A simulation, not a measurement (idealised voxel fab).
voxel released beams: a process module
200 nm wide, 5 nm square cells: that's cross-section cut.
In what follows, cross-sections appear as grids of square cells, described through bands that run from the top down, where every band is one or more rows of cells.
The band entry comprises the height of the band's top followed by the height of its bottom, expressed in nm, and subsequently the band's materials from left to right, each stated together with its width in nm. Where a single material is marked with the word "full width", that material fills the band from edge to edge. The word "blank" represents empty space.
Height datum 0, below which the as-received substrate wafer is one material. Lowest band open at the bottom, running downward: "top 0, no bottom".
Top row gets the first number, bottom row gets the second, and each row in between changes by the same step: that is how a band width like "30->40" works.
"no change occurred" (step): cross-section cells unchanged, all of them.
Closed-off voids of 8+ cells (no open route to the top) go in "closed voids", written width x height at distance from the left edge, in nm.
It should be noted that, on the line of a given step, the content following the step's settings is a remark produced by the simulator itself with respect to that step.
"overlay nm" on a masked step: distance the mask lay right of its planned place, negative for left.
The remainder of this document consists of a sequence of paired cross-sections. Each pair presents the cross-section prior to one process step together with the cross-section following it, the latter being rendered only as deep as the lowest band that underwent change. The intervening step, together with its settings, is stated beneath each pair. Because the pairs may originate from different runs of this module on the same starting wafer, a given pair is to be read as continuing from the preceding pair only where its entry headed "Pre-step view" so indicates.

Pre-step view:
    top 0, no bottom | Si full width
    closed voids: none

Post-Step Appearance:
    top 5, bottom 0 | SiN full width
    Below 0, no change.
    closed voids: none
Can you name the step between the two cross-sections above? It is CONFORMAL_DEP [material SiN] [thk nm 5]

Pre-step view: look at the pair above, its after cross-section is where this step starts.

Post-Step Appearance:
    top 25, bottom 5 | SiO2 full width
    Below 5, no change.
    closed voids: none
Can you name the step between the two cross-sections above? It is DIRECTIONAL_DEP [material SiO2] [thk nm 20]

Pre-step view: look at the pair above, its after cross-section is where this step starts.

Post-Step Appearance:
    top 45, bottom 25 | 40 resist  35 blank  125 resist
    Below 25, no change.
    closed voids: none
Can you name the step between the two cross-sections above? It is PATTERN [tone open] [mask id ANCHOR] [material resist] [width nm 35] [thk nm 20] [overlay nm 0]

Pre-step view: look at the pair above, its after cross-section is where this step starts.

Post-Step Appearance:
    top 45, bottom 25 | 40 resist  35 blank  125 resist
    top 25, bottom 5 | 40 SiO2  35 blank  125 SiO2
    Below 5, no change.
    closed voids: none
Can you name the step between the two cross-sections above? It is DIRECTIONAL_ETCH [etch materials SiO2] [depth nm 20]

Pre-step view: look at the pair above, its after cross-section is where this step starts.

Post-Step Appearance:
    top 25, bottom 5 | 40 SiO2  35 blank  125 SiO2
    Below 5, no change.
    closed voids: none
Can you name the step between the two cross-sections above? It is STRIP [etch materials resist]

Pre-step view: look at the pair above, its after cross-section is where this step starts.

Post-Step Appearance:
    top 40, bottom 25 | 55 TiN  5 blank  140 TiN
    top 25, bottom 20 | 40 SiO2  15 TiN  5 blank  15 TiN  125 SiO2
    top 20, bottom 5 | 40 SiO2  35 TiN  125 SiO2
    Below 5, no change.
    closed voids: none
Can you name the step between the two cross-sections above? It is CONFORMAL_DEP [material TiN] [thk nm 15]

Pre-step view: look at the pair above, its after cross-section is where this step starts.

Post-Step Appearance:
    top 40, bottom 25 | 35 blank  20 TiN  5 blank  95 TiN  45 blank
    Below 25, no change.
    closed voids: none
Can you name the step between the two cross-sections above? It is MASKED_ETCH [tone cover] [mask id BEAM] [width nm 120] [etch materials TiN] [depth nm 15] [overlay nm 0]

Pre-step view: look at the pair above, its after cross-section is where this step starts.

Post-Step Appearance:
    top 40, bottom 25 | 35 blank  20 TiN  5 blank  95 TiN  45 blank
    top 25, bottom 20 | 40 blank  15 TiN  5 blank  15 TiN  125 blank
    top 20, bottom 5 | 40 blank  35 TiN  125 blank
    Below 5, no change.
    closed voids: none
Can you name the step between the two cross-sections above? It is STRIP [etch materials SiO2]

Pre-step view:
    top 0, no bottom | Si full width
    closed voids: none

Post-Step Appearance:
    top 20, bottom 0 | SiO2 full width
    Below 0, no change.
    closed voids: none
Can you name the step between the two cross-sections above? It is DIRECTIONAL_DEP [material SiO2] [thk nm 20]

Pre-step view: look at the pair above, its after cross-section is where this step starts.

Post-Step Appearance:
    top 40, bottom 20 | 40 resist  35 blank  125 resist
    Below 20, no change.
    closed voids: none
Can you name the step between the two cross-sections above? It is PATTERN [tone open] [mask id ANCHOR] [material resist] [width nm 35] [thk nm 20] [overlay nm 0]

Pre-step view: look at the pair above, its after cross-section is where this step starts.

Post-Step Appearance:
    top 40, bottom 20 | 40 resist  35 blank  125 resist
    top 20, bottom 0 | 40 SiO2  35 blank  125 SiO2
    Below 0, no change.
    closed voids: none
Can you name the step between the two cross-sections above? It is DIRECTIONAL_ETCH [etch materials SiO2] [depth nm 20]

Pre-step view: look at the pair above, its after cross-section is where this step starts.

Post-Step Appearance:
    top 20, bottom 0 | 40 SiO2  35 blank  125 SiO2
    Below 0, no change.
    closed voids: none
Can you name the step between the two cross-sections above? It is STRIP [etch materials resist]

Pre-step view: look at the pair above, its after cross-section is where this step starts.

Post-Step Appearance:
    top 35, bottom 20 | 55 TiN  5 blank  140 TiN
    top 20, bottom 15 | 40 SiO2  15 TiN  5 blank  15 TiN  125 SiO2
    top 15, bottom 0 | 40 SiO2  35 TiN  125 SiO2
    Below 0, no change.
    closed voids: none
Can you name the step between the two cross-sections above? It is CONFORMAL_DEP [material TiN] [thk nm 15]

Pre-step view: look at the pair above, its after cross-section is where this step starts.

Post-Step Appearance:
    top 35, bottom 20 | 35 blank  20 TiN  5 blank  95 TiN  45 blank
    Below 20, no change.
    closed voids: none
Can you name the step between the two cross-sections above? It is MASKED_ETCH [tone cover] [mask id BEAM] [width nm 120] [etch materials TiN] [depth nm 15] [overlay nm 0]

Pre-step view: look at the pair above, its after cross-section is where this step starts.

Post-Step Appearance:
    top 35, bottom 20 | 35 blank  20 TiN  5 blank  95 TiN  45 blank
    top 20, bottom 15 | 40 blank  15 TiN  5 blank  15 TiN  125 blank
    top 15, bottom 0 | 40 blank  35 TiN  125 blank
    Below 0, no change.
    closed voids: none
Can you name the step between the two cross-sections above? It is STRIP [etch materials SiO2]

Pre-step view:
    top 40, bottom 25 | 55 TiN  5 blank  140 TiN
    top 25, bottom 20 | 40 SiO2  15 TiN  5 blank  15 TiN  125 SiO2
    top 20, bottom 5 | 40 SiO2  35 TiN  125 SiO2
    top 5, bottom 0 | SiN full width
    top 0, no bottom | Si full width
    closed voids: none

Post-Step Appearance:
    top 55, bottom 25 | TiN full width
    top 25, bottom 5 | 40 SiO2  35 TiN  125 SiO2
    Below 5, no change.
    closed voids: none
Can you name the step between the two cross-sections above? It is CONFORMAL_DEP [material TiN] [thk nm 15]

Pre-step view: look at the pair above, its after cross-section is where this step starts.

Post-Step Appearance:
    top 55, bottom 40 | 35 blank  120 TiN  45 blank
    Below 40, no change.
    closed voids: none
Can you name the step between the two cross-sections above? It is MASKED_ETCH [tone cover] [mask id BEAM] [width nm 120] [etch materials TiN] [depth nm 15] [overlay nm 0]

Pre-step view:
    top 20, bottom 0 | SiO2 full width
    top 0, no bottom | Si full width
    closed voids: none

Post-Step Appearance:
    top 25, bottom 20 | SiN full width
    Below 20, no change.
    closed voids: none
Can you name the step between the two cross-sections above? It is CONFORMAL_DEP [material SiN] [thk nm 5]

Pre-step view: look at the pair above, its after cross-section is where this step starts.

Post-Step Appearance:
    top 45, bottom 25 | 40 resist  35 blank  125 resist
    Below 25, no change.
    closed voids: none
Can you name the step between the two cross-sections above? It is PATTERN [tone open] [mask id ANCHOR] [material resist] [width nm 35] [thk nm 20] [overlay nm 0]

Pre-step view: look at the pair above, its after cross-section is where this step starts.

Post-Step Appearance:
    top 25, bottom 20 | SiN full width
    Below 20, no change.
    closed voids: none
Can you name the step between the two cross-sections above? It is STRIP [etch materials resist]

Pre-step view: look at the pair above, its after cross-section is where this step starts.

Post-Step Appearance:
    top 40, bottom 25 | TiN full width
    Below 25, no change.
    closed voids: none
Can you name the step between the two cross-sections above? It is CONFORMAL_DEP [material TiN] [thk nm 15]

Pre-step view: look at the pair above, its after cross-section is where this step starts.

Post-Step Appearance:
    top 40, bottom 25 | 35 blank  120 TiN  45 blank
    Below 25, no change.
    closed voids: none
Can you name the step between the two cross-sections above? It is MASKED_ETCH [tone cover] [mask id BEAM] [width nm 120] [etch materials TiN] [depth nm 15] [overlay nm 0]

Pre-step view:
    top 25, bottom 5 | 40 SiO2  35 blank  125 SiO2
    top 5, bottom 0 | SiN full width
    top 0, no bottom | Si full width
    closed voids: none

Post-Step Appearance:
    top 30, bottom 25 | 45 TiN  25 blank  130 TiN
    top 25, bottom 10 | 40 SiO2  5 TiN  25 blank  5 TiN  125 SiO2
    top 10, bottom 5 | 40 SiO2  35 TiN  125 SiO2
    Below 5, no change.
    closed voids: none
Can you name the step between the two cross-sections above? It is CONFORMAL_DEP [material TiN] [thk nm 5]

Pre-step view: look at the pair above, its after cross-section is where this step starts.

Post-Step Appearance:
    top 30, bottom 25 | 35 blank  10 TiN  25 blank  85 TiN  45 blank
    Below 25, no change.
    closed voids: none
Can you name the step between the two cross-sections above? It is MASKED_ETCH [tone cover] [mask id BEAM] [width nm 120] [etch materials TiN] [depth nm 15] [overlay nm 0]

Pre-step view: look at the pair above, its after cross-section is where this step starts.

Post-Step Appearance:
    top 30, bottom 25 | 35 blank  10 TiN  25 blank  85 TiN  45 blank
    top 25, bottom 10 | 40 blank  5 TiN  25 blank  5 TiN  125 blank
    top 10, bottom 5 | 40 blank  35 TiN  125 blank
    Below 5, no change.
    closed voids: none
Can you name the step between the two cross-sections above? It is STRIP [etch materials SiO2]

Pre-step view:
    top 40, bottom 25 | 55 TiN  5 blank  140 TiN
    top 25, bottom 20 | 40 SiO2  15 TiN  5 blank  15 TiN  125 SiO2
    top 20, bottom 5 | 40 SiO2  35 TiN  125 SiO2
    top 5, bottom 0 | SiN full width
    top 0, no bottom | Si full width
    closed voids: none

Post-Step Appearance:
    top 40, bottom 25 | 35 blank  20 TiN  5 blank  100 TiN  40 blank
    Below 25, no change.
    closed voids: none
Can you name the step between the two cross-sections above? It is MASKED_ETCH [tone cover] [mask id BEAM] [width nm 125] [etch materials TiN] [depth nm 15] [overlay nm 0]

Pre-step view: look at the pair above, its after cross-section is where this step starts.

Post-Step Appearance:
    top 40, bottom 25 | 35 blank  20 TiN  5 blank  100 TiN  40 blank
    top 25, bottom 20 | 40 blank  15 TiN  5 blank  15 TiN  125 blank
    top 20, bottom 5 | 40 blank  35 TiN  125 blank
    Below 5, no change.
    closed voids: none
Can you name the step between the two cross-sections above? It is STRIP [etch materials SiO2]

Pre-step view:
    top 40, bottom 25 | 55 TiN  5 blank  140 TiN
    top 25, bottom 20 | 40 SiO2  15 TiN  5 blank  15 TiN  125 SiO2
    top 20, bottom 5 | 40 SiO2  35 TiN  125 SiO2
    top 5, bottom 0 | SiN full width
    top 0, no bottom | Si full width
    closed voids: none

Post-Step Appearance:
    top 40, bottom 25 | 40 blank  15 TiN  5 blank  100 TiN  40 blank
    Below 25, no change.
    closed voids: none
Can you name the step between the two cross-sections above? It is MASKED_ETCH [tone cover] [mask id BEAM] [width nm 120] [etch materials TiN] [depth nm 15] [overlay nm 5]

Pre-step view: look at the pair above, its after cross-section is where this step starts.

Post-Step Appearance:
    top 40, bottom 25 | 40 blank  15 TiN  5 blank  100 TiN  40 blank
    top 25, bottom 20 | 40 blank  15 TiN  5 blank  15 TiN  125 blank
    top 20, bottom 5 | 40 blank  35 TiN  125 blank
    Below 5, no change.
    closed voids: none
Can you name the step between the two cross-sections above? It is STRIP [etch materials SiO2]

Pre-step view:
    top 0, no bottom | Si full width
    closed voids: none

Post-Step Appearance:
    top 5, bottom 0 | TiN full width
    Below 0, no change.
    closed voids: none
Can you name the step between the two cross-sections above? It is CONFORMAL_DEP [material TiN] [thk nm 5]

Pre-step view: look at the pair above, its after cross-section is where this step starts.

Post-Step Appearance:
    top 25, bottom 5 | SiO2 full width
    Below 5, no change.
    closed voids: none
Can you name the step between the two cross-sections above? It is DIRECTIONAL_DEP [material SiO2] [thk nm 20]

Pre-step view: look at the pair above, its after cross-section is where this step starts.

Post-Step Appearance:
    top 45, bottom 25 | 40 resist  35 blank  125 resist
    Below 25, no change.
    closed voids: none
Can you name the step between the two cross-sections above? It is PATTERN [tone open] [mask id ANCHOR] [material resist] [width nm 35] [thk nm 20] [overlay nm 0]

Pre-step view: look at the pair above, its after cross-section is where this step starts.

Post-Step Appearance:
    top 45, bottom 25 | 40 resist  35 blank  125 resist
    top 25, bottom 5 | 40 SiO2  35 blank  125 SiO2
    Below 5, no change.
    closed voids: none
Can you name the step between the two cross-sections above? It is DIRECTIONAL_ETCH [etch materials SiO2] [depth nm 20]

Pre-step view: look at the pair above, its after cross-section is where this step starts.

Post-Step Appearance:
    top 25, bottom 5 | 40 SiO2  35 blank  125 SiO2
    Below 5, no change.
    closed voids: none
Can you name the step between the two cross-sections above? It is STRIP [etch materials resist]

Pre-step view: look at the pair above, its after cross-section is where this step starts.

Post-Step Appearance:
    top 40, bottom 25 | 55 TiN  5 blank  140 TiN
    top 25, bottom 20 | 40 SiO2  15 TiN  5 blank  15 TiN  125 SiO2
    top 20, bottom 5 | 40 SiO2  35 TiN  125 SiO2
    Below 5, no change.
    closed voids: none
Can you name the step between the two cross-sections above? It is CONFORMAL_DEP [material TiN] [thk nm 15]

Pre-step view: look at the pair above, its after cross-section is where this step starts.

Post-Step Appearance:
    top 40, bottom 25 | 35 blank  20 TiN  5 blank  95 TiN  45 blank
    Below 25, no change.
    closed voids: none
Can you name the step between the two cross-sections above? It is MASKED_ETCH [tone cover] [mask id BEAM] [width nm 120] [etch materials TiN] [depth nm 15] [overlay nm 0]

Pre-step view: look at the pair above, its after cross-section is where this step starts.

Post-Step Appearance:
    top 40, bottom 25 | 35 blank  20 TiN  5 blank  95 TiN  45 blank
    top 25, bottom 20 | 40 blank  15 TiN  5 blank  15 TiN  125 blank
    top 20, bottom 5 | 40 blank  35 TiN  125 blank
    Below 5, no change.
    closed voids: none
Can you name the step between the two cross-sections above? It is STRIP [etch materials SiO2]

Pre-step view:
    top 25, bottom 5 | SiO2 full width
    top 5, bottom 0 | SiN full width
    top 0, no bottom | Si full width
    closed voids: none

Post-Step Appearance:
    top 45, bottom 25 | 40 blank  35 resist  125 blank
    Below 25, no change.
    closed voids: none
Can you name the step between the two cross-sections above? It is PATTERN [tone cover] [mask id ANCHOR] [material resist] [width nm 35] [thk nm 20] [overlay nm 0]

Pre-step view: look at the pair above, its after cross-section is where this step starts.

Post-Step Appearance:
    top 45, bottom 25 | 40 blank  35 resist  125 blank
    top 25, bottom 5 | 40 blank  35 SiO2  125 blank
    Below 5, no change.
    closed voids: none
Can you name the step between the two cross-sections above? It is DIRECTIONAL_ETCH [etch materials SiO2] [depth nm 20]

Pre-step view: look at the pair above, its after cross-section is where this step starts.

Post-Step Appearance:
    top 25, bottom 5 | 40 blank  35 SiO2  125 blank
    Below 5, no change.
    closed voids: none
Can you name the step between the two cross-sections above? It is STRIP [etch materials resist]

Pre-step view: look at the pair above, its after cross-section is where this step starts.

Post-Step Appearance:
    top 40, bottom 25 | 25 blank  65 TiN  110 blank
    top 25, bottom 20 | 25 blank  15 TiN  35 SiO2  15 TiN  110 blank
    top 20, bottom 5 | 40 TiN  35 SiO2  125 TiN
    Below 5, no change.
    closed voids: none
Can you name the step between the two cross-sections above? It is CONFORMAL_DEP [material TiN] [thk nm 15]

Pre-step view: look at the pair above, its after cross-section is where this step starts.

Post-Step Appearance:
    top 40, bottom 25 | 35 blank  55 TiN  110 blank
    top 25, bottom 20 | 25 blank  15 TiN  35 SiO2  15 TiN  110 blank
    top 20, bottom 5 | 25 blank  15 TiN  35 SiO2  80 TiN  45 blank
    Below 5, no change.
    closed voids: none
Can you name the step between the two cross-sections above? It is MASKED_ETCH [tone cover] [mask id BEAM] [width nm 120] [etch materials TiN] [depth nm 15] [overlay nm 0]
